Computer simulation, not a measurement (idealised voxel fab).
voxel gate over fins: a process module
We display cut, a cross-section 255 nm in width whose square cells are each 5 nm.
When this document writes out a cross-section, it uses a grid of square cells and lists it as bands, beginning at the top and moving down, with a band standing for one or more rows of cells. What a band's entry tells you: where the top is and where the bottom is, as heights in nm, and after that what lies inside, material by material from left to right, each with its width in nm. Empty space is written as the word "air", and a single material marked with the word "all across" occupies the band from edge to edge. Measure heights from 0. That's the level where, below it, the as-received wafer is all one material. The lowest band is bottomless and extends downward; write it as in "top 0, no bottom". A two-number width, for instance "30 to 40", indicates that the width is equal to the first number in the top row of the band and to the second number in the bottom row, and that it changes by a constant amount per row of cells. Where the words "remained the same" appear for a step, the cross-section shows no cell changed by that step; every cell remained as before. What "Trapped void list" gives you is every empty space of 8 cells or more that is cut off from the top. Each appears as width x height at distance, with the distance taken from the left edge and width, height and distance all in nm. That trailing text on a step's line, after the settings, is the simulator's own remark on the step. The optional step-line setting "overlay nm" applies to steps with a mask and quantifies how far to the right of its planned location the mask lay, a negative value indicating leftward placement.

Below is the list of planned process steps
1: op RECEIVE | material Si
2: op CONFORMAL_DEP | material SiN | thk nm 5
3: op MASKED_ETCH | tone cover | mask id FINS | width nm 15 | pitch nm 45 | etch materials SiN | depth nm 5 | overlay nm 0
4: op MASKED_ETCH | tone cover | mask id FINS | width nm 15 | pitch nm 45 | etch materials Si | depth nm 30 | overlay nm 0
5: op OXIDIZE | depth nm 5
6: op FILL_DEP | material SiO2 | thk nm 5
7: op CMP | height nm 5
8: op SELECTIVE_ETCH | etch materials SiO2 | depth nm 15
9: op STRIP | etch materials SiN
10: op CONFORMAL_DEP | material HfO2 | thk nm 5
11: op CONFORMAL_DEP | material TiN | thk nm 5
12: op FILL_DEP | material W | thk nm 15
13: op CMP | height nm 10
14: op CONFORMAL_DEP | material SiN | thk nm 5
The plan's step 13 height nm is the first wafer's value; the wafers differ in this setting and start identical.

The as-received cross-section of the first of several wafers corresponds to the state after step 1
> top 0, no bottom = Si all across
> Trapped void list: none

Heads up, this table goes wafer by wafer. A row tells you, at the end of the module, how many cells of each material that wafer has put on (+) or dropped (-) since it was received, and then its closed voids
height nm 10; +67 HfO2; -329 Si; +51 SiN; +235 SiO2; +67 TiN; +62 W; Trapped void list: none
height nm 15; +67 HfO2; -329 Si; +51 SiN; +235 SiO2; +67 TiN; +113 W; Trapped void list: none
height nm 20; +67 HfO2; -329 Si; +51 SiN; +235 SiO2; +67 TiN; +164 W; Trapped void list: none
height nm 25; +67 HfO2; -329 Si; +51 SiN; +235 SiO2; +67 TiN; +215 W; Trapped void list: none
